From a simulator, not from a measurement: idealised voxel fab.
Proc. module: voxel gate over fins
Section cut is 260 nm wide and gridded with 5 nm square cells.
A cross-section is a grid of square cells, given in bands from the top down. A band is one or more rows of cells.
A band entry consists of two parts. The first gives the height of the band's top and the height of its bottom, in nm. The rest lists the band's materials from left to right, each with its width in nm. A single material labelled with the word "everywhere" fills the band from edge to edge, and the word "empty" marks empty space.
Below 0: as-received wafer, all one material; heights counted from there. Lowest band: no bottom, goes on down, written "0..down".
With a width like "30->40", each row of cells in the band differs from the next by the same amount, the top row carrying the first number and the bottom row the second.
The designation "no change", where it is given for a processing step, indicates that no cell of the cross-section was altered in the course of that step.
"Closed cavity list": empty spaces of 8 cells or more with no open way to the top, each given as width x height at distance, distance from the left edge, all in nm.
If you see something after the settings on a step's line, that's the simulator's own remark about that step.
overlay nm: where the mask lay relative to plan, measured to the right, on steps with a mask; negatives go left.
[The planned process steps are enumerated hereunder]
1 RECEIVE, material Si
2 CONFORMAL_DEP, material SiN, thk nm 5
3 MASKED_ETCH, tone cover, mask id FINS, width nm 15, pitch nm 45, etch materials SiN, depth nm 5, overlay nm 0
4 MASKED_ETCH, tone cover, mask id FINS, width nm 15, pitch nm 45, etch materials Si, depth nm 35, overlay nm 0
5 FILL_DEP, material SiO2, thk nm 10
6 CMP, height nm 5
7 SELECTIVE_ETCH, etch materials SiO2, depth nm 15
8 STRIP, etch materials SiN
9 CONFORMAL_DEP, material HfO2, thk nm 5
10 CONFORMAL_DEP, material TiN, thk nm 5
11 FILL_DEP, material W, thk nm 10
12 CMP, height nm 15
13 CONFORMAL_DEP, material SiCN, thk nm 5
[As-received wafer cross-section (after step 1)]
* 0..down | Si everywhere
* Closed cavity list: none
[Cross-section, end of module. Start: as above. Plan: as above. Execution: one mistake]
* 20..15 | SiCN everywhere
* 15..10 | W everywhere
* 10..5 | W 45 / TiN 35 / W 10 / TiN 35 / W 10 / TiN 35 / W 10 / TiN 35 / W 45
* 5..0 | W 45 / TiN 5 / HfO2 25 / TiN 5 / W 10 / TiN 5 / HfO2 25 / TiN 5 / W 10 / TiN 5 / HfO2 25 / TiN 5 / W 10 / TiN 5 / HfO2 25 / TiN 5 / W 45
* 0..-5 | TiN 50 / HfO2 5 / Si 15 / HfO2 5 / TiN 20 / HfO2 5 / Si 15 / HfO2 5 / TiN 20 / HfO2 5 / Si 15 / HfO2 5 / TiN 20 / HfO2 5 / Si 15 / HfO2 5 / TiN 50
* -5..-10 | HfO2 55 / Si 15 / HfO2 30 / Si 15 / HfO2 30 / Si 15 / HfO2 30 / Si 15 / HfO2 55
* -10..-40 | SiO2 55 / Si 15 / SiO2 30 / Si 15 / SiO2 30 / Si 15 / SiO2 30 / Si 15 / SiO2 55
* -40..down | Si everywhere
* Closed cavity list: none
The plan and the run diverged here: for step 4, the planned setting was not used; the step was instead run as MASKED_ETCH, tone cover, mask id FINS, width nm 15, pitch nm 45, etch materials Si, depth nm 40, overlay nm 0
